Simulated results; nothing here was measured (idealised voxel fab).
The following process module bears the name voxel released beams.
It is cross-section cut that appears here, measuring 235 nm in width, its square cells being 5 nm in size.
Bands, listed from the top down, are how a cross-section gets written in this document; the cross-section itself is a grid of square cells, and a band is one or more rows of them. This entry defines a band. It first specifies the height of the band's top and the height of its bottom in nm, and then specifies the band's materials from left to right, stating each material with its width in nm. The word "throughout" identifies a single material that fills the band from edge to edge, while the word "empty" identifies empty space. Note: height 0 marks the level under which the wafer is uniformly one material as received. Lowest band unbounded below, written "from 0 down". Graded width ("30 to 40"): value in top row of band = first number; value in bottom row = second number; row-to-row change constant. You'll sometimes find "no change" written for a step, and that's the way of saying that nowhere in the cross-section did a cell change during that step. Voids not open to the top, 8 cells minimum: see "Closed cavities". Written width x height at distance; distance is from the left edge; nm. The remark found on a step's line after its settings is issued by the simulator itself and pertains to that step. The line of a step may include "overlay nm". On a step with a mask, this value is how far to the right of its planned place the mask lay. A negative value means the mask lay to the left.
-- Steps planned for the process
1) RECEIVE (material Si)
2) CONFORMAL_DEP (material Al2O3; thk nm 5)
3) DIRECTIONAL_DEP (material SiO2; thk nm 20)
4) MASKED_ETCH (tone open; mask id ANCHOR; width nm 30; etch materials SiO2; depth nm 20; overlay nm -15)
5) CONFORMAL_DEP (material W; thk nm 10)
6) MASKED_ETCH (tone cover; mask id BEAM; width nm 100; etch materials W; depth nm 10; overlay nm 0)
7) STRIP (etch materials SiO2)
Every wafer here starts from the same state; it is the step 4 overlay nm that distinguishes them, and the value the plan gives belongs to the first wafer.
-- Received condition of the first of several wafers, sectioned: post-step 1
    from 0 down  Si throughout
    Closed cavities: none
-- Module end state after final step 7: cross-section of the first of several wafers
    from 35 to 25  75 empty, then 90 W, then 70 empty
    from 25 to 15  55 empty, then 10 W, then 10 empty, then 10 W, then 150 empty
    from 15 to 5  55 empty, then 30 W, then 150 empty
    from 5 to 0  Al2O3 throughout
    from 0 down  Si throughout
    Closed cavities: none
-- last wafer at the end
    from 35 to 25  65 empty, then 30 W, then 10 empty, then 60 W, then 70 empty
    from 25 to 15  85 empty, then 10 W, then 10 empty, then 10 W, then 120 empty
    from 15 to 5  85 empty, then 30 W, then 120 empty
    from 5 to 0  Al2O3 throughout
    from 0 down  Si throughout
    Closed cavities: none
-- Where each wafer stands at the end of the module, a row apiece: cells of each material gained (+) or lost (-) since it was received, then closed voids
overlay nm -15; +47 Al2O3; +56 W; Closed cavities: none
overlay nm -10; +47 Al2O3; +56 W; Closed cavities: none
overlay nm -5; +47 Al2O3; +56 W; Closed cavities: none
overlay nm 0; +47 Al2O3; +56 W; Closed cavities: none
overlay nm 5; +47 Al2O3; +56 W; Closed cavities: none
overlay nm 10; +47 Al2O3; +56 W; Closed cavities: none
overlay nm 15; +47 Al2O3; +56 W; Closed cavities: none
